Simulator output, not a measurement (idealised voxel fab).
Title: Process Module voxel plated lines
The cross-section shown here is cut; it is 260 nm wide and divided into square cells measuring 5 nm on a side.
Cross-section spec: square-cell grid; bands listed top down; each band is one or more rows.
What a band's entry tells you: where the top is and where the bottom is, as heights in nm, and after that what lies inside, material by material from left to right, each with its width in nm. Empty space is written as the word "air", and a single material marked with the word "throughout" occupies the band from edge to edge.
Heads up on the height convention: 0 is the point under which the incoming wafer is all one material, and the lowest band has no bottom, it just keeps going down, like "0..down".
Width spec "30 to 40" -> top row of cells at first value, bottom row at second value, equal per-row change in between.
What does "no alterations made" mean for a step? It means no cell of the cross-section changed in that step.
So "Closed empty spaces" is basically the list of trapped voids: any empty space of 8 cells or more that can't reach the top through an opening. They're written width x height at distance, the distance being from the left edge, and it's all nm.
Whatever follows a step's settings on its line is a remark the simulator itself makes about that step.
A step line may carry the setting "overlay nm", which, for steps involving a mask, states the distance by which the mask lay to the right of its intended position; negative values denote displacement to the left.
-- The steps planned for the process are as follows
- 1: RECEIVE with material Si
- 2: CONFORMAL_DEP with material Al2O3, thk nm 10
- 3: DIRECTIONAL_DEP with material TiN, thk nm 5
- 4: PATTERN with tone open, mask id LINES, material resist, width nm 20, pitch nm 40, thk nm 35, overlay nm 0
- 5: EPI with material Ru, thk nm 10
- 6: EPI with material Ru, thk nm 5
- 7: EPI with material Ru, thk nm 10
- 8: STRIP with etch materials resist
- 9: DIRECTIONAL_ETCH with etch materials TiN, depth nm 5
- 10: CONFORMAL_DEP with material SiO2, thk nm 10
-- So, the first of our two wafers, run just as we planned it
-- Cross-section: wafer on arrival = after step 1
- 0..down  Si throughout
- Closed empty spaces: none
-- Once step 2 is through, the wafer looks like this in cross-section
- 10..0  Al2O3 throughout
- Lower than 0, everything is as it was.
-- Once step 3 is through, the wafer looks like this in cross-section
- 15..10  TiN throughout
- Lower than 10, everything is as it was.
-- Once step 4 is through, the wafer looks like this in cross-section
- 50..15  60 nm resist, 20 nm air, 20 nm resist, 20 nm air, 20 nm resist, 20 nm air, 20 nm resist, 20 nm air, 60 nm resist
- Lower than 15, everything is as it was.
-- Once step 5 is through, the wafer looks like this in cross-section
- 50..25  60 nm resist, 20 nm air, 20 nm resist, 20 nm air, 20 nm resist, 20 nm air, 20 nm resist, 20 nm air, 60 nm resist
- 25..15  60 nm resist, 20 nm Ru, 20 nm resist, 20 nm Ru, 20 nm resist, 20 nm Ru, 20 nm resist, 20 nm Ru, 60 nm resist
- Lower than 15, everything is as it was.
-- Once step 6 is through, the wafer looks like this in cross-section
- 50..30  60 nm resist, 20 nm air, 20 nm resist, 20 nm air, 20 nm resist, 20 nm air, 20 nm resist, 20 nm air, 60 nm resist
- 30..15  60 nm resist, 20 nm Ru, 20 nm resist, 20 nm Ru, 20 nm resist, 20 nm Ru, 20 nm resist, 20 nm Ru, 60 nm resist
- Lower than 15, everything is as it was.
-- Once step 7 is through, the wafer looks like this in cross-section
- 50..40  60 nm resist, 20 nm air, 20 nm resist, 20 nm air, 20 nm resist, 20 nm air, 20 nm resist, 20 nm air, 60 nm resist
- 40..15  60 nm resist, 20 nm Ru, 20 nm resist, 20 nm Ru, 20 nm resist, 20 nm Ru, 20 nm resist, 20 nm Ru, 60 nm resist
- Lower than 15, everything is as it was.
-- Once step 8 is through, the wafer looks like this in cross-section
- 40..15  60 nm air, 20 nm Ru, 20 nm air, 20 nm Ru, 20 nm air, 20 nm Ru, 20 nm air, 20 nm Ru, 60 nm air
- Lower than 15, everything is as it was.
-- Once step 9 is through, the wafer looks like this in cross-section
- 40..15  60 nm air, 20 nm Ru, 20 nm air, 20 nm Ru, 20 nm air, 20 nm Ru, 20 nm air, 20 nm Ru, 60 nm air
- 15..10  60 nm air, 20 nm TiN, 20 nm air, 20 nm TiN, 20 nm air, 20 nm TiN, 20 nm air, 20 nm TiN, 60 nm air
- Lower than 10, everything is as it was.
-- Once step 10 is through, the wafer looks like this in cross-section
- 50..40  50 nm air, 160 nm SiO2, 50 nm air
- 40..20  50 nm air, 10 nm SiO2, 20 nm Ru, 20 nm SiO2, 20 nm Ru, 20 nm SiO2, 20 nm Ru, 20 nm SiO2, 20 nm Ru, 10 nm SiO2, 50 nm air
- 20..15  60 nm SiO2, 20 nm Ru, 20 nm SiO2, 20 nm Ru, 20 nm SiO2, 20 nm Ru, 20 nm SiO2, 20 nm Ru, 60 nm SiO2
- 15..10  60 nm SiO2, 20 nm TiN, 20 nm SiO2, 20 nm TiN, 20 nm SiO2, 20 nm TiN, 20 nm SiO2, 20 nm TiN, 60 nm SiO2
- Lower than 10, everything is as it was.
-- Second of two: same start, same plan, one run error; steps up to and including 3 match the first
-- Look at the second wafer in cross-section at the time step 4 ought to have finished
- 25..15  Ru throughout
- Lower than 15, everything is as it was.
-- Look at the second wafer in cross-section at the time step 5 ought to have finished
- 60..25  60 nm resist, 20 nm air, 20 nm resist, 20 nm air, 20 nm resist, 20 nm air, 20 nm resist, 20 nm air, 60 nm resist
- Lower than 25, everything is as it was.
-- Look at the second wafer in cross-section at the time step 6 ought to have finished
- 60..30  60 nm resist, 20 nm air, 20 nm resist, 20 nm air, 20 nm resist, 20 nm air, 20 nm resist, 20 nm air, 60 nm resist
- 30..25  60 nm resist, 20 nm Ru, 20 nm resist, 20 nm Ru, 20 nm resist, 20 nm Ru, 20 nm resist, 20 nm Ru, 60 nm resist
- Lower than 25, everything is as it was.
-- Look at the second wafer in cross-section at the time step 7 ought to have finished
- 60..40  60 nm resist, 20 nm air, 20 nm resist, 20 nm air, 20 nm resist, 20 nm air, 20 nm resist, 20 nm air, 60 nm resist
- 40..25  60 nm resist, 20 nm Ru, 20 nm resist, 20 nm Ru, 20 nm resist, 20 nm Ru, 20 nm resist, 20 nm Ru, 60 nm resist
- Lower than 25, everything is as it was.
-- Look at the second wafer in cross-section at the time step 8 ought to have finished
- 40..25  60 nm air, 20 nm Ru, 20 nm air, 20 nm Ru, 20 nm air, 20 nm Ru, 20 nm air, 20 nm Ru, 60 nm air
- Lower than 25, everything is as it was.
Look at the second wafer in cross-section at the time step 9 ought to have finished: no alterations made
-- Look at the second wafer in cross-section at the time step 10 ought to have finished
- 50..40  50 nm air, 160 nm SiO2, 50 nm air
- 40..35  50 nm air, 10 nm SiO2, 20 nm Ru, 20 nm SiO2, 20 nm Ru, 20 nm SiO2, 20 nm Ru, 20 nm SiO2, 20 nm Ru, 10 nm SiO2, 50 nm air
- 35..25  60 nm SiO2, 20 nm Ru, 20 nm SiO2, 20 nm Ru, 20 nm SiO2, 20 nm Ru, 20 nm SiO2, 20 nm Ru, 60 nm SiO2
- Lower than 25, everything is as it was.
What went wrong in running the wafer? the executed order of steps 4 and 5 is the reverse of that specified in the plan, each step having taken the other's position
At the finish, the second wafer shows more or fewer cells for some materials than the first does: Ru +72 | SiO2 -48 | TiN +36
